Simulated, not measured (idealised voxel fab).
Documented hereafter: the process module known as voxel self aligned contacts.
Shown is cross-section cut, with a width of 245 nm and square cells of size 5 nm.
Cross-section = grid of square cells, listed top down in bands; band = one or more rows. Heights first: top, then bottom, in nm. Then materials, left to right, each with a width in nm. "full width" on a single material: fills the band edge to edge. "blank": empty space. Heights are reckoned from 0. Under this level, the received wafer is all of one material. The bottommost band is open-ended downward, for example "top 0, no bottom". Width "30->40": first value at the band's top row of cells, second value at its bottom row, equal change from row to row. "changes: none" for a step: no cell of the cross-section changed in that step. "Closed cavity list": sealed empty spaces, 8 cells or more, no open way to top, listed width x height at distance, with distance from the left edge and width, height and distance in nm. Whatever follows a step's settings on its line is a remark the simulator itself makes about that step. Steps that use a mask can have "overlay nm" on their line. It says how far the mask sat to the right of where it was meant to be. Negative means to the left.
Planned process steps
- 1: RECEIVE [material Si]
- 2: OXIDIZE [depth nm 5]
- 3: DIRECTIONAL_DEP [material polySi] [thk nm 30]
- 4: DIRECTIONAL_DEP [material SiN] [thk nm 25]
- 5: DIRECTIONAL_DEP [material aC] [thk nm 10]
- 6: PATTERN [tone cover] [mask id GATE] [material resist] [width nm 25] [pitch nm 65] [thk nm 25] [overlay nm 0]
- 7: DIRECTIONAL_ETCH [etch materials aC] [depth nm 10]
- 8: STRIP [etch materials resist]
- 9: DIRECTIONAL_ETCH [etch materials SiN] [depth nm 25]
- 10: DIRECTIONAL_ETCH [etch materials polySi] [depth nm 30]
- 11: STRIP [etch materials aC]
- 12: CONFORMAL_DEP [material SiN] [thk nm 10]
- 13: DIRECTIONAL_ETCH [etch materials SiN] [depth nm 10]
- 14: FILL_DEP [material SiO2] [thk nm 20]
- 15: CMP [height nm 65]
- 16: PATTERN [tone open] [mask id CONTACT] [material resist] [width nm 50] [thk nm 15] [overlay nm 0]
- 17: DIRECTIONAL_ETCH [etch materials SiO2] [depth nm 70]
- 18: STRIP [etch materials resist]
- 19: CONFORMAL_DEP [material TiN] [thk nm 5]
- 20: FILL_DEP [material W] [thk nm 5]
- 21: CMP [height nm 65]
- 22: CONFORMAL_DEP [material SiN] [thk nm 5]
Run as planned: first of two wafers
This is the cross-section of the wafer as we received it, i.e. after step 1
- top 0, no bottom  Si full width
- Closed cavity list: none
The wafer in cross-section once step 2 is complete
- top 0, bottom -5  SiO2 full width
- Heights below -5 show no change.
The wafer in cross-section once step 3 is complete
- top 30, bottom 0  polySi full width
- Heights below 0 show no change.
The wafer in cross-section once step 4 is complete
- top 55, bottom 30  SiN full width
- Heights below 30 show no change.
The wafer in cross-section once step 5 is complete
- top 65, bottom 55  aC full width
- Heights below 55 show no change.
The wafer in cross-section once step 6 is complete
- top 90, bottom 65  blank 75 nm, resist 25 nm, blank 40 nm, resist 25 nm, blank 80 nm
- Heights below 65 show no change.
The wafer in cross-section once step 7 is complete
- top 80, bottom 65  blank 75 nm, resist 25 nm, blank 40 nm, resist 25 nm, blank 80 nm
- top 65, bottom 55  blank 75 nm, aC 25 nm, blank 40 nm, aC 25 nm, blank 80 nm
- Heights below 55 show no change.
The wafer in cross-section once step 8 is complete
- top 65, bottom 55  blank 75 nm, aC 25 nm, blank 40 nm, aC 25 nm, blank 80 nm
- Heights below 55 show no change.
The wafer in cross-section once step 9 is complete
- top 65, bottom 55  blank 75 nm, aC 25 nm, blank 40 nm, aC 25 nm, blank 80 nm
- top 55, bottom 30  blank 75 nm, SiN 25 nm, blank 40 nm, SiN 25 nm, blank 80 nm
- Heights below 30 show no change.
The wafer in cross-section once step 10 is complete
- top 65, bottom 55  blank 75 nm, aC 25 nm, blank 40 nm, aC 25 nm, blank 80 nm
- top 55, bottom 30  blank 75 nm, SiN 25 nm, blank 40 nm, SiN 25 nm, blank 80 nm
- top 30, bottom 0  blank 75 nm, polySi 25 nm, blank 40 nm, polySi 25 nm, blank 80 nm
- Heights below 0 show no change.
The wafer in cross-section once step 11 is complete
- top 55, bottom 30  blank 75 nm, SiN 25 nm, blank 40 nm, SiN 25 nm, blank 80 nm
- Heights below 30 show no change.
The wafer in cross-section once step 12 is complete
- top 65, bottom 30  blank 65 nm, SiN 45 nm, blank 20 nm, SiN 45 nm, blank 70 nm
- top 30, bottom 10  blank 65 nm, SiN 10 nm, polySi 25 nm, SiN 10 nm, blank 20 nm, SiN 10 nm, polySi 25 nm, SiN 10 nm, blank 70 nm
- top 10, bottom 0  SiN 75 nm, polySi 25 nm, SiN 40 nm, polySi 25 nm, SiN 80 nm
- Heights below 0 show no change.
The wafer in cross-section once step 13 is complete
- top 55, bottom 30  blank 65 nm, SiN 45 nm, blank 20 nm, SiN 45 nm, blank 70 nm
- top 30, bottom 0  blank 65 nm, SiN 10 nm, polySi 25 nm, SiN 10 nm, blank 20 nm, SiN 10 nm, polySi 25 nm, SiN 10 nm, blank 70 nm
- Heights below 0 show no change.
The wafer in cross-section once step 14 is complete
- top 75, bottom 55  SiO2 full width
- top 55, bottom 30  SiO2 65 nm, SiN 45 nm, SiO2 20 nm, SiN 45 nm, SiO2 70 nm
- top 30, bottom 0  SiO2 65 nm, SiN 10 nm, polySi 25 nm, SiN 10 nm, SiO2 20 nm, SiN 10 nm, polySi 25 nm, SiN 10 nm, SiO2 70 nm
- Heights below 0 show no change.
The wafer in cross-section once step 15 is complete
- top 65, bottom 55  SiO2 full width
- Heights below 55 show no change.
The wafer in cross-section once step 16 is complete
- top 80, bottom 65  resist 95 nm, blank 50 nm, resist 100 nm
- Heights below 65 show no change.
The wafer in cross-section once step 17 is complete
- top 80, bottom 65  resist 95 nm, blank 50 nm, resist 100 nm
- top 65, bottom 55  SiO2 95 nm, blank 50 nm, SiO2 100 nm
- top 55, bottom 30  SiO2 65 nm, SiN 45 nm, blank 20 nm, SiN 45 nm, SiO2 70 nm
- top 30, bottom 0  SiO2 65 nm, SiN 10 nm, polySi 25 nm, SiN 10 nm, blank 20 nm, SiN 10 nm, polySi 25 nm, SiN 10 nm, SiO2 70 nm
- top 0, bottom -5  SiO2 110 nm, blank 20 nm, SiO2 115 nm
- Heights below -5 show no change.
The wafer in cross-section once step 18 is complete
- top 65, bottom 55  SiO2 95 nm, blank 50 nm, SiO2 100 nm
- Heights below 55 show no change.
The wafer in cross-section once step 19 is complete
- top 70, bottom 65  TiN 100 nm, blank 40 nm, TiN 105 nm
- top 65, bottom 55  SiO2 95 nm, TiN 5->20 nm, blank 40->10 nm, TiN 5->20 nm, SiO2 100 nm
- top 55, bottom 30  SiO2 65 nm, SiN 45 nm, TiN 5 nm, blank 10 nm, TiN 5 nm, SiN 45 nm, SiO2 70 nm
- top 30, bottom 0  SiO2 65 nm, SiN 10 nm, polySi 25 nm, SiN 10 nm, TiN 5 nm, blank 10 nm, TiN 5 nm, SiN 10 nm, polySi 25 nm, SiN 10 nm, SiO2 70 nm
- top 0, bottom -5  SiO2 110 nm, TiN 20 nm, SiO2 115 nm
- Heights below -5 show no change.
The wafer in cross-section once step 20 is complete
- top 75, bottom 70  W full width
- top 70, bottom 65  TiN 100 nm, W 40 nm, TiN 105 nm
- top 65, bottom 55  SiO2 95 nm, TiN 5->20 nm, W 40->10 nm, TiN 5->20 nm, SiO2 100 nm
- top 55, bottom 30  SiO2 65 nm, SiN 45 nm, TiN 5 nm, W 10 nm, TiN 5 nm, SiN 45 nm, SiO2 70 nm
- top 30, bottom 0  SiO2 65 nm, SiN 10 nm, polySi 25 nm, SiN 10 nm, TiN 5 nm, W 10 nm, TiN 5 nm, SiN 10 nm, polySi 25 nm, SiN 10 nm, SiO2 70 nm
- Heights below 0 show no change.
The wafer in cross-section once step 21 is complete
- top 65, bottom 55  SiO2 95 nm, TiN 5->20 nm, W 40->10 nm, TiN 5->20 nm, SiO2 100 nm
- Heights below 55 show no change.
The wafer in cross-section once step 22 is complete
- top 70, bottom 65  SiN full width
- Heights below 65 show no change.
Second wafer, same starting state and plan as the first, one mistake in the run, identical through step 14
Cross-section of the second wafer at the time by which step 15 should have been completed according to the plan
- top 55, bottom 30  SiO2 65 nm, SiN 45 nm, SiO2 20 nm, SiN 45 nm, SiO2 70 nm
- Heights below 30 show no change.
Cross-section of the second wafer at the time by which step 16 should have been completed according to the plan
- top 70, bottom 55  resist 95 nm, blank 50 nm, resist 100 nm
- Heights below 55 show no change.
Cross-section of the second wafer at the time by which step 17 should have been completed according to the plan
- top 70, bottom 55  resist 95 nm, blank 50 nm, resist 100 nm
- top 55, bottom 30  SiO2 65 nm, SiN 45 nm, blank 20 nm, SiN 45 nm, SiO2 70 nm
- top 30, bottom 0  SiO2 65 nm, SiN 10 nm, polySi 25 nm, SiN 10 nm, blank 20 nm, SiN 10 nm, polySi 25 nm, SiN 10 nm, SiO2 70 nm
- top 0, bottom -5  SiO2 110 nm, blank 20 nm, SiO2 115 nm
- Heights below -5 show no change.
Cross-section of the second wafer at the time by which step 18 should have been completed according to the plan
- top 55, bottom 30  SiO2 65 nm, SiN 45 nm, blank 20 nm, SiN 45 nm, SiO2 70 nm
- Heights below 30 show no change.
Cross-section of the second wafer at the time by which step 19 should have been completed according to the plan
- top 60, bottom 55  TiN 115 nm, blank 10 nm, TiN 120 nm
- top 55, bottom 30  SiO2 65 nm, SiN 45 nm, TiN 5 nm, blank 10 nm, TiN 5 nm, SiN 45 nm, SiO2 70 nm
- top 30, bottom 0  SiO2 65 nm, SiN 10 nm, polySi 25 nm, SiN 10 nm, TiN 5 nm, blank 10 nm, TiN 5 nm, SiN 10 nm, polySi 25 nm, SiN 10 nm, SiO2 70 nm
- top 0, bottom -5  SiO2 110 nm, TiN 20 nm, SiO2 115 nm
- Heights below -5 show no change.
Cross-section of the second wafer at the time by which step 20 should have been completed according to the plan
- top 65, bottom 60  W full width
- top 60, bottom 55  TiN 115 nm, W 10 nm, TiN 120 nm
- top 55, bottom 30  SiO2 65 nm, SiN 45 nm, TiN 5 nm, W 10 nm, TiN 5 nm, SiN 45 nm, SiO2 70 nm
- top 30, bottom 0  SiO2 65 nm, SiN 10 nm, polySi 25 nm, SiN 10 nm, TiN 5 nm, W 10 nm, TiN 5 nm, SiN 10 nm, polySi 25 nm, SiN 10 nm, SiO2 70 nm
- Heights below 0 show no change.
Cross-section of the second wafer at the time by which step 21 should have been completed according to the plan: changes: none
Cross-section of the second wafer at the time by which step 22 should have been completed according to the plan
- top 70, bottom 65  SiN full width
- Heights below 65 show no change.
The mistake made against the process plan was this: planned and actual differ for step 15; actual: CMP [height nm 55]
Per the end-of-run cell counts, the second wafer holds more or fewer of some materials than the first: 78 fewer of SiO2; 37 more of TiN; 41 more of W
